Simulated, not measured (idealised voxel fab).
process module | voxel trench capacitor
cross-section cut | 240 nm wide | cells 5 nm
A cross-section is a grid of square cells, given in bands from the top down. A band is one or more rows of cells.
Each band's line starts with the height of the band's top and of its bottom, in nm. Then come its materials from left to right, each with its width in nm. One material with "throughout" fills the band from edge to edge. "air" is empty space.
Height 0 is the level under which the wafer as received is all one material. The lowest band goes on downwards, as in "0 down".
A width such as "30 to 40" changes by the same amount from each row of cells to the next, from the band's top row to its bottom row.
"no change" after a step means that no cell of the cross-section changed.
closed voids: empty space of 8 cells or more with no open way to the top, each as width x height at its distance from the left edge, in nm
after a step's settings: what the simulator itself notes on the step
overlay nm, on a step with a mask: how far to the right of its planned place the mask lay; to the left if negative
Each pair below shows a cross-section before one step and the cross-section after it, down to the lowest band that changed. The line under each pair gives the step between them, with its settings. The pairs can come from different runs of this module on the same starting wafer, so a pair continues from the pair above only where its "before" says so.
before
  0 down: Si throughout
  closed voids: none
after
  5 to 0: SiN throughout
  below 0: unchanged
  closed voids: none
the step between: op CONFORMAL_DEP | material SiN | thk nm 5
before: the cross-section after the pair above
after
  20 to 5: resist 45 | air 25 | resist 15 | air 25 | resist 15 | air 25 | resist 15 | air 25 | resist 50
  below 5: unchanged
  closed voids: none
the step between: op PATTERN | tone open | mask id TRENCH | material resist | width nm 25 | pitch nm 40 | thk nm 15 | overlay nm 0
before: the cross-section after the pair above
after
  20 to 5: resist 45 | air 25 | resist 15 | air 25 | resist 15 | air 25 | resist 15 | air 25 | resist 50
  5 to 0: SiN 45 | air 25 | SiN 15 | air 25 | SiN 15 | air 25 | SiN 15 | air 25 | SiN 50
  below 0: unchanged
  closed voids: none
the step between: op DIRECTIONAL_ETCH | etch materials SiN | depth nm 5
before: the cross-section after the pair above
after
  20 to 5: resist 45 | air 25 | resist 15 | air 25 | resist 15 | air 25 | resist 15 | air 25 | resist 50
  5 to 0: SiN 45 | air 25 | SiN 15 | air 25 | SiN 15 | air 25 | SiN 15 | air 25 | SiN 50
  0 to -40: Si 45 | air 25 | Si 15 | air 25 | Si 15 | air 25 | Si 15 | air 25 | Si 50
  below -40: unchanged
  closed voids: none
the step between: op DIRECTIONAL_ETCH | etch materials Si | depth nm 40
before: the cross-section after the pair above
after
  5 to 0: SiN 45 | air 25 | SiN 15 | air 25 | SiN 15 | air 25 | SiN 15 | air 25 | SiN 50
  below 0: unchanged
  closed voids: none
the step between: op STRIP | etch materials resist
before: the cross-section after the pair above
after
  10 to 5: Al2O3 50 | air 15 | Al2O3 25 | air 15 | Al2O3 25 | air 15 | Al2O3 25 | air 15 | Al2O3 55
  5 to 0: SiN 45 | Al2O3 5 | air 15 | Al2O3 5 | SiN 15 | Al2O3 5 | air 15 | Al2O3 5 | SiN 15 | Al2O3 5 | air 15 | Al2O3 5 | SiN 15 | Al2O3 5 | air 15 | Al2O3 5 | SiN 50
  0 to -35: Si 45 | Al2O3 5 | air 15 | Al2O3 5 | Si 15 | Al2O3 5 | air 15 | Al2O3 5 | Si 15 | Al2O3 5 | air 15 | Al2O3 5 | Si 15 | Al2O3 5 | air 15 | Al2O3 5 | Si 50
  -35 to -40: Si 45 | Al2O3 25 | Si 15 | Al2O3 25 | Si 15 | Al2O3 25 | Si 15 | Al2O3 25 | Si 50
  below -40: unchanged
  closed voids: none
the step between: op CONFORMAL_DEP | material Al2O3 | thk nm 5
before: the cross-section after the pair above
after
  15 to 10: TiN 55 | air 5 | TiN 35 | air 5 | TiN 35 | air 5 | TiN 35 | air 5 | TiN 60
  10 to 5: Al2O3 50 | TiN 5 | air 5 | TiN 5 | Al2O3 25 | TiN 5 | air 5 | TiN 5 | Al2O3 25 | TiN 5 | air 5 | TiN 5 | Al2O3 25 | TiN 5 | air 5 | TiN 5 | Al2O3 55
  5 to 0: SiN 45 | Al2O3 5 | TiN 5 | air 5 | TiN 5 | Al2O3 5 | SiN 15 | Al2O3 5 | TiN 5 | air 5 | TiN 5 | Al2O3 5 | SiN 15 | Al2O3 5 | TiN 5 | air 5 | TiN 5 | Al2O3 5 | SiN 15 | Al2O3 5 | TiN 5 | air 5 | TiN 5 | Al2O3 5 | SiN 50
  0 to -30: Si 45 | Al2O3 5 | TiN 5 | air 5 | TiN 5 | Al2O3 5 | Si 15 | Al2O3 5 | TiN 5 | air 5 | TiN 5 | Al2O3 5 | Si 15 | Al2O3 5 | TiN 5 | air 5 | TiN 5 | Al2O3 5 | Si 15 | Al2O3 5 | TiN 5 | air 5 | TiN 5 | Al2O3 5 | Si 50
  -30 to -35: Si 45 | Al2O3 5 | TiN 15 | Al2O3 5 | Si 15 | Al2O3 5 | TiN 15 | Al2O3 5 | Si 15 | Al2O3 5 | TiN 15 | Al2O3 5 | Si 15 | Al2O3 5 | TiN 15 | Al2O3 5 | Si 50
  below -35: unchanged
  closed voids: none
the step between: op CONFORMAL_DEP | material TiN | thk nm 5
before: the cross-section after the pair above
after
  20 to 15: W throughout
  15 to 10: TiN 55 | W 5 | TiN 35 | W 5 | TiN 35 | W 5 | TiN 35 | W 5 | TiN 60
  10 to 5: Al2O3 50 | TiN 5 | W 5 | TiN 5 | Al2O3 25 | TiN 5 | W 5 | TiN 5 | Al2O3 25 | TiN 5 | W 5 | TiN 5 | Al2O3 25 | TiN 5 | W 5 | TiN 5 | Al2O3 55
  5 to 0: SiN 45 | Al2O3 5 | TiN 5 | W 5 | TiN 5 | Al2O3 5 | SiN 15 | Al2O3 5 | TiN 5 | W 5 | TiN 5 | Al2O3 5 | SiN 15 | Al2O3 5 | TiN 5 | W 5 | TiN 5 | Al2O3 5 | SiN 15 | Al2O3 5 | TiN 5 | W 5 | TiN 5 | Al2O3 5 | SiN 50
  0 to -30: Si 45 | Al2O3 5 | TiN 5 | W 5 | TiN 5 | Al2O3 5 | Si 15 | Al2O3 5 | TiN 5 | W 5 | TiN 5 | Al2O3 5 | Si 15 | Al2O3 5 | TiN 5 | W 5 | TiN 5 | Al2O3 5 | Si 15 | Al2O3 5 | TiN 5 | W 5 | TiN 5 | Al2O3 5 | Si 50
  below -30: unchanged
  closed voids: none
the step between: op FILL_DEP | material W | thk nm 5
before: the cross-section after the pair above
after
  5 to 0: SiN 45 | Al2O3 5 | TiN 5 | W 5 | TiN 5 | Al2O3 5 | SiN 15 | Al2O3 5 | TiN 5 | W 5 | TiN 5 | Al2O3 5 | SiN 15 | Al2O3 5 | TiN 5 | W 5 | TiN 5 | Al2O3 5 | SiN 15 | Al2O3 5 | TiN 5 | W 5 | TiN 5 | Al2O3 5 | SiN 50
  below 0: unchanged
  closed voids: none
the step between: op CMP | height nm 5
before
  5 to 0: SiN 45 | air 25 | SiN 15 | air 25 | SiN 15 | air 25 | SiN 15 | air 25 | SiN 50
  0 to -40: Si 45 | air 25 | Si 15 | air 25 | Si 15 | air 25 | Si 15 | air 25 | Si 50
  -40 down: Si throughout
  closed voids: none
after
  10 to 5: TiN 50 | air 15 | TiN 25 | air 15 | TiN 25 | air 15 | TiN 25 | air 15 | TiN 55
  5 to 0: SiN 45 | TiN 5 | air 15 | TiN 5 | SiN 15 | TiN 5 | air 15 | TiN 5 | SiN 15 | TiN 5 | air 15 | TiN 5 | SiN 15 | TiN 5 | air 15 | TiN 5 | SiN 50
  0 to -35: Si 45 | TiN 5 | air 15 | TiN 5 | Si 15 | TiN 5 | air 15 | TiN 5 | Si 15 | TiN 5 | air 15 | TiN 5 | Si 15 | TiN 5 | air 15 | TiN 5 | Si 50
  -35 to -40: Si 45 | TiN 25 | Si 15 | TiN 25 | Si 15 | TiN 25 | Si 15 | TiN 25 | Si 50
  below -40: unchanged
  closed voids: none
the step between: op CONFORMAL_DEP | material TiN | thk nm 5
before: the cross-section after the pair above
after
  15 to 10: W throughout
  10 to 5: TiN 50 | W 15 | TiN 25 | W 15 | TiN 25 | W 15 | TiN 25 | W 15 | TiN 55
  5 to 0: SiN 45 | TiN 5 | W 15 | TiN 5 | SiN 15 | TiN 5 | W 15 | TiN 5 | SiN 15 | TiN 5 | W 15 | TiN 5 | SiN 15 | TiN 5 | W 15 | TiN 5 | SiN 50
  0 to -35: Si 45 | TiN 5 | W 15 | TiN 5 | Si 15 | TiN 5 | W 15 | TiN 5 | Si 15 | TiN 5 | W 15 | TiN 5 | Si 15 | TiN 5 | W 15 | TiN 5 | Si 50
  below -35: unchanged
  closed voids: none
the step between: op FILL_DEP | material W | thk nm 5
before: the cross-section after the pair above
after
  5 to 0: SiN 45 | TiN 5 | W 15 | TiN 5 | SiN 15 | TiN 5 | W 15 | TiN 5 | SiN 15 | TiN 5 | W 15 | TiN 5 | SiN 15 | TiN 5 | W 15 | TiN 5 | SiN 50
  below 0: unchanged
  closed voids: none
the step between: op CMP | height nm 5
before
  10 to 5: TiN 50 | air 15 | TiN 25 | air 15 | TiN 25 | air 15 | TiN 25 | air 15 | TiN 55
  5 to 0: SiN 45 | TiN 5 | air 15 | TiN 5 | SiN 15 | TiN 5 | air 15 | TiN 5 | SiN 15 | TiN 5 | air 15 | TiN 5 | SiN 15 | TiN 5 | air 15 | TiN 5 | SiN 50
  0 to -35: Si 45 | TiN 5 | air 15 | TiN 5 | Si 15 | TiN 5 | air 15 | TiN 5 | Si 15 | TiN 5 | air 15 | TiN 5 | Si 15 | TiN 5 | air 15 | TiN 5 | Si 50
  -35 to -40: Si 45 | TiN 25 | Si 15 | TiN 25 | Si 15 | TiN 25 | Si 15 | TiN 25 | Si 50
  -40 down: Si throughout
  closed voids: none
after
  15 to 10: Al2O3 55 | air 5 | Al2O3 35 | air 5 | Al2O3 35 | air 5 | Al2O3 35 | air 5 | Al2O3 60
  10 to 5: TiN 50 | Al2O3 5 | air 5 | Al2O3 5 | TiN 25 | Al2O3 5 | air 5 | Al2O3 5 | TiN 25 | Al2O3 5 | air 5 | Al2O3 5 | TiN 25 | Al2O3 5 | air 5 | Al2O3 5 | TiN 55
  5 to 0: SiN 45 | TiN 5 | Al2O3 5 | air 5 | Al2O3 5 | TiN 5 | SiN 15 | TiN 5 | Al2O3 5 | air 5 | Al2O3 5 | TiN 5 | SiN 15 | TiN 5 | Al2O3 5 | air 5 | Al2O3 5 | TiN 5 | SiN 15 | TiN 5 | Al2O3 5 | air 5 | Al2O3 5 | TiN 5 | SiN 50
  0 to -30: Si 45 | TiN 5 | Al2O3 5 | air 5 | Al2O3 5 | TiN 5 | Si 15 | TiN 5 | Al2O3 5 | air 5 | Al2O3 5 | TiN 5 | Si 15 | TiN 5 | Al2O3 5 | air 5 | Al2O3 5 | TiN 5 | Si 15 | TiN 5 | Al2O3 5 | air 5 | Al2O3 5 | TiN 5 | Si 50
  -30 to -35: Si 45 | TiN 5 | Al2O3 15 | TiN 5 | Si 15 | TiN 5 | Al2O3 15 | TiN 5 | Si 15 | TiN 5 | Al2O3 15 | TiN 5 | Si 15 | TiN 5 | Al2O3 15 | TiN 5 | Si 50
  below -35: unchanged
  closed voids: none
the step between: op CONFORMAL_DEP | material Al2O3 | thk nm 5
before: the cross-section after the pair above
after
  20 to 15: W throughout
  15 to 10: Al2O3 55 | W 5 | Al2O3 35 | W 5 | Al2O3 35 | W 5 | Al2O3 35 | W 5 | Al2O3 60
  10 to 5: TiN 50 | Al2O3 5 | W 5 | Al2O3 5 | TiN 25 | Al2O3 5 | W 5 | Al2O3 5 | TiN 25 | Al2O3 5 | W 5 | Al2O3 5 | TiN 25 | Al2O3 5 | W 5 | Al2O3 5 | TiN 55
  5 to 0: SiN 45 | TiN 5 | Al2O3 5 | W 5 | Al2O3 5 | TiN 5 | SiN 15 | TiN 5 | Al2O3 5 | W 5 | Al2O3 5 | TiN 5 | SiN 15 | TiN 5 | Al2O3 5 | W 5 | Al2O3 5 | TiN 5 | SiN 15 | TiN 5 | Al2O3 5 | W 5 | Al2O3 5 | TiN 5 | SiN 50
  0 to -30: Si 45 | TiN 5 | Al2O3 5 | W 5 | Al2O3 5 | TiN 5 | Si 15 | TiN 5 | Al2O3 5 | W 5 | Al2O3 5 | TiN 5 | Si 15 | TiN 5 | Al2O3 5 | W 5 | Al2O3 5 | TiN 5 | Si 15 | TiN 5 | Al2O3 5 | W 5 | Al2O3 5 | TiN 5 | Si 50
  below -30: unchanged
  closed voids: none
the step between: op FILL_DEP | material W | thk nm 5
before: the cross-section after the pair above
after
  5 to 0: SiN 45 | TiN 5 | Al2O3 5 | W 5 | Al2O3 5 | TiN 5 | SiN 15 | TiN 5 | Al2O3 5 | W 5 | Al2O3 5 | TiN 5 | SiN 15 | TiN 5 | Al2O3 5 | W 5 | Al2O3 5 | TiN 5 | SiN 15 | TiN 5 | Al2O3 5 | W 5 | Al2O3 5 | TiN 5 | SiN 50
  below 0: unchanged
  closed voids: none
the step between: op CMP | height nm 5
before
  20 to 15: W throughout
  15 to 10: TiN 55 | W 5 | TiN 35 | W 5 | TiN 35 | W 5 | TiN 35 | W 5 | TiN 60
  10 to 5: Al2O3 50 | TiN 5 | W 5 | TiN 5 | Al2O3 25 | TiN 5 | W 5 | TiN 5 | Al2O3 25 | TiN 5 | W 5 | TiN 5 | Al2O3 25 | TiN 5 | W 5 | TiN 5 | Al2O3 55
  5 to 0: SiN 45 | Al2O3 5 | TiN 5 | W 5 | TiN 5 | Al2O3 5 | SiN 15 | Al2O3 5 | TiN 5 | W 5 | TiN 5 | Al2O3 5 | SiN 15 | Al2O3 5 | TiN 5 | W 5 | TiN 5 | Al2O3 5 | SiN 15 | Al2O3 5 | TiN 5 | W 5 | TiN 5 | Al2O3 5 | SiN 50
  0 to -30: Si 45 | Al2O3 5 | TiN 5 | W 5 | TiN 5 | Al2O3 5 | Si 15 | Al2O3 5 | TiN 5 | W 5 | TiN 5 | Al2O3 5 | Si 15 | Al2O3 5 | TiN 5 | W 5 | TiN 5 | Al2O3 5 | Si 15 | Al2O3 5 | TiN 5 | W 5 | TiN 5 | Al2O3 5 | Si 50
  -30 to -35: Si 45 | Al2O3 5 | TiN 15 | Al2O3 5 | Si 15 | Al2O3 5 | TiN 15 | Al2O3 5 | Si 15 | Al2O3 5 | TiN 15 | Al2O3 5 | Si 15 | Al2O3 5 | TiN 15 | Al2O3 5 | Si 50
  -35 to -40: Si 45 | Al2O3 25 | Si 15 | Al2O3 25 | Si 15 | Al2O3 25 | Si 15 | Al2O3 25 | Si 50
  -40 down: Si throughout
  closed voids: none
after
  15 to 10: TiN 55 | W 5 | TiN 35 | W 5 | TiN 35 | W 5 | TiN 35 | W 5 | TiN 60
  below 10: unchanged
  closed voids: none
the step between: op CMP | height nm 15
before
  5 to 0: SiN throughout
  0 down: Si throughout
  closed voids: none
after
  20 to 5: resist 50 | air 15 | resist 25 | air 15 | resist 25 | air 15 | resist 25 | air 15 | resist 55
  below 5: unchanged
  closed voids: none
the step between: op PATTERN | tone open | mask id TRENCH | material resist | width nm 15 | pitch nm 40 | thk nm 15 | overlay nm 0
before: the cross-section after the pair above
after
  20 to 5: resist 50 | air 15 | resist 25 | air 15 | resist 25 | air 15 | resist 25 | air 15 | resist 55
  5 to 0: SiN 50 | air 15 | SiN 25 | air 15 | SiN 25 | air 15 | SiN 25 | air 15 | SiN 55
  below 0: unchanged
  closed voids: none
the step between: op DIRECTIONAL_ETCH | etch materials SiN | depth nm 5
before: the cross-section after the pair above
after
  20 to 5: resist 50 | air 15 | resist 25 | air 15 | resist 25 | air 15 | resist 25 | air 15 | resist 55
  5 to 0: SiN 50 | air 15 | SiN 25 | air 15 | SiN 25 | air 15 | SiN 25 | air 15 | SiN 55
  0 to -40: Si 50 | air 15 | Si 25 | air 15 | Si 25 | air 15 | Si 25 | air 15 | Si 55
  below -40: unchanged
  closed voids: none
the step between: op DIRECTIONAL_ETCH | etch materials Si | depth nm 40
before: the cross-section after the pair above
after
  5 to 0: SiN 50 | air 15 | SiN 25 | air 15 | SiN 25 | air 15 | SiN 25 | air 15 | SiN 55
  below 0: unchanged
  closed voids: none
the step between: op STRIP | etch materials resist
before: the cross-section after the pair above
after
  10 to 5: Al2O3 55 | air 5 | Al2O3 35 | air 5 | Al2O3 35 | air 5 | Al2O3 35 | air 5 | Al2O3 60
  5 to 0: SiN 50 | Al2O3 5 | air 5 | Al2O3 5 | SiN 25 | Al2O3 5 | air 5 | Al2O3 5 | SiN 25 | Al2O3 5 | air 5 | Al2O3 5 | SiN 25 | Al2O3 5 | air 5 | Al2O3 5 | SiN 55
  0 to -35: Si 50 | Al2O3 5 | air 5 | Al2O3 5 | Si 25 | Al2O3 5 | air 5 | Al2O3 5 | Si 25 | Al2O3 5 | air 5 | Al2O3 5 | Si 25 | Al2O3 5 | air 5 | Al2O3 5 | Si 55
  -35 to -40: Si 50 | Al2O3 15 | Si 25 | Al2O3 15 | Si 25 | Al2O3 15 | Si 25 | Al2O3 15 | Si 55
  below -40: unchanged
  closed voids: none
the step between: op CONFORMAL_DEP | material Al2O3 | thk nm 5
before: the cross-section after the pair above
after
  15 to 10: TiN throughout
  10 to 5: Al2O3 55 | TiN 5 | Al2O3 35 | TiN 5 | Al2O3 35 | TiN 5 | Al2O3 35 | TiN 5 | Al2O3 60
  5 to 0: SiN 50 | Al2O3 5 | TiN 5 | Al2O3 5 | SiN 25 | Al2O3 5 | TiN 5 | Al2O3 5 | SiN 25 | Al2O3 5 | TiN 5 | Al2O3 5 | SiN 25 | Al2O3 5 | TiN 5 | Al2O3 5 | SiN 55
  0 to -35: Si 50 | Al2O3 5 | TiN 5 | Al2O3 5 | Si 25 | Al2O3 5 | TiN 5 | Al2O3 5 | Si 25 | Al2O3 5 | TiN 5 | Al2O3 5 | Si 25 | Al2O3 5 | TiN 5 | Al2O3 5 | Si 55
  below -35: unchanged
  closed voids: none
the step between: op CONFORMAL_DEP | material TiN | thk nm 5
before: the cross-section after the pair above
after
  20 to 15: W throughout
  below 15: unchanged
  closed voids: none
the step between: op FILL_DEP | material W | thk nm 5
before: the cross-section after the pair above
after
  5 to 0: SiN 50 | Al2O3 5 | TiN 5 | Al2O3 5 | SiN 25 | Al2O3 5 | TiN 5 | Al2O3 5 | SiN 25 | Al2O3 5 | TiN 5 | Al2O3 5 | SiN 25 | Al2O3 5 | TiN 5 | Al2O3 5 | SiN 55
  below 0: unchanged
  closed voids: none
the step between: op CMP | height nm 5
before
  5 to 0: SiN throughout
  0 down: Si throughout
  closed voids: none
after
  20 to 5: resist 40 | air 25 | resist 15 | air 25 | resist 15 | air 25 | resist 15 | air 25 | resist 55
  below 5: unchanged
  closed voids: none
the step between: op PATTERN | tone open | mask id TRENCH | material resist | width nm 25 | pitch nm 40 | thk nm 15 | overlay nm -5
before: the cross-section after the pair above
after
  20 to 5: resist 40 | air 25 | resist 15 | air 25 | resist 15 | air 25 | resist 15 | air 25 | resist 55
  5 to 0: SiN 40 | air 25 | SiN 15 | air 25 | SiN 15 | air 25 | SiN 15 | air 25 | SiN 55
  below 0: unchanged
  closed voids: none
the step between: op DIRECTIONAL_ETCH | etch materials SiN | depth nm 5
before: the cross-section after the pair above
after
  20 to 5: resist 40 | air 25 | resist 15 | air 25 | resist 15 | air 25 | resist 15 | air 25 | resist 55
  5 to 0: SiN 40 | air 25 | SiN 15 | air 25 | SiN 15 | air 25 | SiN 15 | air 25 | SiN 55
  0 to -40: Si 40 | air 25 | Si 15 | air 25 | Si 15 | air 25 | Si 15 | air 25 | Si 55
  below -40: unchanged
  closed voids: none
the step between: op DIRECTIONAL_ETCH | etch materials Si | depth nm 40
before: the cross-section after the pair above
after
  5 to 0: SiN 40 | air 25 | SiN 15 | air 25 | SiN 15 | air 25 | SiN 15 | air 25 | SiN 55
  below 0: unchanged
  closed voids: none
the step between: op STRIP | etch materials resist
before: the cross-section after the pair above
after
  10 to 5: Al2O3 45 | air 15 | Al2O3 25 | air 15 | Al2O3 25 | air 15 | Al2O3 25 | air 15 | Al2O3 60
  5 to 0: SiN 40 | Al2O3 5 | air 15 | Al2O3 5 | SiN 15 | Al2O3 5 | air 15 | Al2O3 5 | SiN 15 | Al2O3 5 | air 15 | Al2O3 5 | SiN 15 | Al2O3 5 | air 15 | Al2O3 5 | SiN 55
  0 to -35: Si 40 | Al2O3 5 | air 15 | Al2O3 5 | Si 15 | Al2O3 5 | air 15 | Al2O3 5 | Si 15 | Al2O3 5 | air 15 | Al2O3 5 | Si 15 | Al2O3 5 | air 15 | Al2O3 5 | Si 55
  -35 to -40: Si 40 | Al2O3 25 | Si 15 | Al2O3 25 | Si 15 | Al2O3 25 | Si 15 | Al2O3 25 | Si 55
  below -40: unchanged
  closed voids: none
the step between: op CONFORMAL_DEP | material Al2O3 | thk nm 5
before: the cross-section after the pair above
after
  15 to 10: TiN 50 | air 5 | TiN 35 | air 5 | TiN 35 | air 5 | TiN 35 | air 5 | TiN 65
  10 to 5: Al2O3 45 | TiN 5 | air 5 | TiN 5 | Al2O3 25 | TiN 5 | air 5 | TiN 5 | Al2O3 25 | TiN 5 | air 5 | TiN 5 | Al2O3 25 | TiN 5 | air 5 | TiN 5 | Al2O3 60
  5 to 0: SiN 40 | Al2O3 5 | TiN 5 | air 5 | TiN 5 | Al2O3 5 | SiN 15 | Al2O3 5 | TiN 5 | air 5 | TiN 5 | Al2O3 5 | SiN 15 | Al2O3 5 | TiN 5 | air 5 | TiN 5 | Al2O3 5 | SiN 15 | Al2O3 5 | TiN 5 | air 5 | TiN 5 | Al2O3 5 | SiN 55
  0 to -30: Si 40 | Al2O3 5 | TiN 5 | air 5 | TiN 5 | Al2O3 5 | Si 15 | Al2O3 5 | TiN 5 | air 5 | TiN 5 | Al2O3 5 | Si 15 | Al2O3 5 | TiN 5 | air 5 | TiN 5 | Al2O3 5 | Si 15 | Al2O3 5 | TiN 5 | air 5 | TiN 5 | Al2O3 5 | Si 55
  -30 to -35: Si 40 | Al2O3 5 | TiN 15 | Al2O3 5 | Si 15 | Al2O3 5 | TiN 15 | Al2O3 5 | Si 15 | Al2O3 5 | TiN 15 | Al2O3 5 | Si 15 | Al2O3 5 | TiN 15 | Al2O3 5 | Si 55
  below -35: unchanged
  closed voids: none
the step between: op CONFORMAL_DEP | material TiN | thk nm 5
before: the cross-section after the pair above
after
  20 to 15: W throughout
  15 to 10: TiN 50 | W 5 | TiN 35 | W 5 | TiN 35 | W 5 | TiN 35 | W 5 | TiN 65
  10 to 5: Al2O3 45 | TiN 5 | W 5 | TiN 5 | Al2O3 25 | TiN 5 | W 5 | TiN 5 | Al2O3 25 | TiN 5 | W 5 | TiN 5 | Al2O3 25 | TiN 5 | W 5 | TiN 5 | Al2O3 60
  5 to 0: SiN 40 | Al2O3 5 | TiN 5 | W 5 | TiN 5 | Al2O3 5 | SiN 15 | Al2O3 5 | TiN 5 | W 5 | TiN 5 | Al2O3 5 | SiN 15 | Al2O3 5 | TiN 5 | W 5 | TiN 5 | Al2O3 5 | SiN 15 | Al2O3 5 | TiN 5 | W 5 | TiN 5 | Al2O3 5 | SiN 55
  0 to -30: Si 40 | Al2O3 5 | TiN 5 | W 5 | TiN 5 | Al2O3 5 | Si 15 | Al2O3 5 | TiN 5 | W 5 | TiN 5 | Al2O3 5 | Si 15 | Al2O3 5 | TiN 5 | W 5 | TiN 5 | Al2O3 5 | Si 15 | Al2O3 5 | TiN 5 | W 5 | TiN 5 | Al2O3 5 | Si 55
  below -30: unchanged
  closed voids: none
the step between: op FILL_DEP | material W | thk nm 5
before: the cross-section after the pair above
after
  5 to 0: SiN 40 | Al2O3 5 | TiN 5 | W 5 | TiN 5 | Al2O3 5 | SiN 15 | Al2O3 5 | TiN 5 | W 5 | TiN 5 | Al2O3 5 | SiN 15 | Al2O3 5 | TiN 5 | W 5 | TiN 5 | Al2O3 5 | SiN 15 | Al2O3 5 | TiN 5 | W 5 | TiN 5 | Al2O3 5 | SiN 55
  below 0: unchanged
  closed voids: none
the step between: op CMP | height nm 5
before
  10 to 5: Al2O3 50 | air 15 | Al2O3 25 | air 15 | Al2O3 25 | air 15 | Al2O3 25 | air 15 | Al2O3 55
  5 to 0: SiN 45 | Al2O3 5 | air 15 | Al2O3 5 | SiN 15 | Al2O3 5 | air 15 | Al2O3 5 | SiN 15 | Al2O3 5 | air 15 | Al2O3 5 | SiN 15 | Al2O3 5 | air 15 | Al2O3 5 | SiN 50
  0 to -35: Si 45 | Al2O3 5 | air 15 | Al2O3 5 | Si 15 | Al2O3 5 | air 15 | Al2O3 5 | Si 15 | Al2O3 5 | air 15 | Al2O3 5 | Si 15 | Al2O3 5 | air 15 | Al2O3 5 | Si 50
  -35 to -40: Si 45 | Al2O3 25 | Si 15 | Al2O3 25 | Si 15 | Al2O3 25 | Si 15 | Al2O3 25 | Si 50
  -40 down: Si throughout
  closed voids: none
after
  15 to 10: SiN 55 | air 5 | SiN 35 | air 5 | SiN 35 | air 5 | SiN 35 | air 5 | SiN 60
  10 to 5: Al2O3 50 | SiN 5 | air 5 | SiN 5 | Al2O3 25 | SiN 5 | air 5 | SiN 5 | Al2O3 25 | SiN 5 | air 5 | SiN 5 | Al2O3 25 | SiN 5 | air 5 | SiN 5 | Al2O3 55
  5 to 0: SiN 45 | Al2O3 5 | SiN 5 | air 5 | SiN 5 | Al2O3 5 | SiN 15 | Al2O3 5 | SiN 5 | air 5 | SiN 5 | Al2O3 5 | SiN 15 | Al2O3 5 | SiN 5 | air 5 | SiN 5 | Al2O3 5 | SiN 15 | Al2O3 5 | SiN 5 | air 5 | SiN 5 | Al2O3 5 | SiN 50
  0 to -30: Si 45 | Al2O3 5 | SiN 5 | air 5 | SiN 5 | Al2O3 5 | Si 15 | Al2O3 5 | SiN 5 | air 5 | SiN 5 | Al2O3 5 | Si 15 | Al2O3 5 | SiN 5 | air 5 | SiN 5 | Al2O3 5 | Si 15 | Al2O3 5 | SiN 5 | air 5 | SiN 5 | Al2O3 5 | Si 50
  -30 to -35: Si 45 | Al2O3 5 | SiN 15 | Al2O3 5 | Si 15 | Al2O3 5 | SiN 15 | Al2O3 5 | Si 15 | Al2O3 5 | SiN 15 | Al2O3 5 | Si 15 | Al2O3 5 | SiN 15 | Al2O3 5 | Si 50
  below -35: unchanged
  closed voids: none
the step between: op CONFORMAL_DEP | material SiN | thk nm 5
before: the cross-section after the pair above
after
  20 to 15: W throughout
  15 to 10: SiN 55 | W 5 | SiN 35 | W 5 | SiN 35 | W 5 | SiN 35 | W 5 | SiN 60
  10 to 5: Al2O3 50 | SiN 5 | W 5 | SiN 5 | Al2O3 25 | SiN 5 | W 5 | SiN 5 | Al2O3 25 | SiN 5 | W 5 | SiN 5 | Al2O3 25 | SiN 5 | W 5 | SiN 5 | Al2O3 55
  5 to 0: SiN 45 | Al2O3 5 | SiN 5 | W 5 | SiN 5 | Al2O3 5 | SiN 15 | Al2O3 5 | SiN 5 | W 5 | SiN 5 | Al2O3 5 | SiN 15 | Al2O3 5 | SiN 5 | W 5 | SiN 5 | Al2O3 5 | SiN 15 | Al2O3 5 | SiN 5 | W 5 | SiN 5 | Al2O3 5 | SiN 50
  0 to -30: Si 45 | Al2O3 5 | SiN 5 | W 5 | SiN 5 | Al2O3 5 | Si 15 | Al2O3 5 | SiN 5 | W 5 | SiN 5 | Al2O3 5 | Si 15 | Al2O3 5 | SiN 5 | W 5 | SiN 5 | Al2O3 5 | Si 15 | Al2O3 5 | SiN 5 | W 5 | SiN 5 | Al2O3 5 | Si 50
  below -30: unchanged
  closed voids: none
the step between: op FILL_DEP | material W | thk nm 5
before: the cross-section after the pair above
after
  5 to 0: SiN 45 | Al2O3 5 | SiN 5 | W 5 | SiN 5 | Al2O3 5 | SiN 15 | Al2O3 5 | SiN 5 | W 5 | SiN 5 | Al2O3 5 | SiN 15 | Al2O3 5 | SiN 5 | W 5 | SiN 5 | Al2O3 5 | SiN 15 | Al2O3 5 | SiN 5 | W 5 | SiN 5 | Al2O3 5 | SiN 50
  below 0: unchanged
  closed voids: none
the step between: op CMP | height nm 5
before
  5 to 0: SiN throughout
  0 down: Si throughout
  closed voids: none
after
  20 to 5: air 45 | resist 25 | air 15 | resist 25 | air 15 | resist 25 | air 15 | resist 25 | air 50
  below 5: unchanged
  closed voids: none
the step between: op PATTERN | tone cover | mask id TRENCH | material resist | width nm 25 | pitch nm 40 | thk nm 15 | overlay nm 0
before: the cross-section after the pair above
after
  20 to 5: air 45 | resist 25 | air 15 | resist 25 | air 15 | resist 25 | air 15 | resist 25 | air 50
  5 to 0: air 45 | SiN 25 | air 15 | SiN 25 | air 15 | SiN 25 | air 15 | SiN 25 | air 50
  below 0: unchanged
  closed voids: none
the step between: op DIRECTIONAL_ETCH | etch materials SiN | depth nm 5
before: the cross-section after the pair above
after
  20 to 5: air 45 | resist 25 | air 15 | resist 25 | air 15 | resist 25 | air 15 | resist 25 | air 50
  5 to 0: air 45 | SiN 25 | air 15 | SiN 25 | air 15 | SiN 25 | air 15 | SiN 25 | air 50
  0 to -40: air 45 | Si 25 | air 15 | Si 25 | air 15 | Si 25 | air 15 | Si 25 | air 50
  below -40: unchanged
  closed voids: none
the step between: op DIRECTIONAL_ETCH | etch materials Si | depth nm 40
before: the cross-section after the pair above
after
  5 to 0: air 45 | SiN 25 | air 15 | SiN 25 | air 15 | SiN 25 | air 15 | SiN 25 | air 50
  below 0: unchanged
  closed voids: none
the step between: op STRIP | etch materials resist
before: the cross-section after the pair above
after
  10 to 5: air 40 | Al2O3 35 | air 5 | Al2O3 35 | air 5 | Al2O3 35 | air 5 | Al2O3 35 | air 45
  5 to 0: air 40 | Al2O3 5 | SiN 25 | Al2O3 5 | air 5 | Al2O3 5 | SiN 25 | Al2O3 5 | air 5 | Al2O3 5 | SiN 25 | Al2O3 5 | air 5 | Al2O3 5 | SiN 25 | Al2O3 5 | air 45
  0 to -35: air 40 | Al2O3 5 | Si 25 | Al2O3 5 | air 5 | Al2O3 5 | Si 25 | Al2O3 5 | air 5 | Al2O3 5 | Si 25 | Al2O3 5 | air 5 | Al2O3 5 | Si 25 | Al2O3 5 | air 45
  -35 to -40: Al2O3 45 | Si 25 | Al2O3 15 | Si 25 | Al2O3 15 | Si 25 | Al2O3 15 | Si 25 | Al2O3 50
  below -40: unchanged
  closed voids: none
the step between: op CONFORMAL_DEP | material Al2O3 | thk nm 5
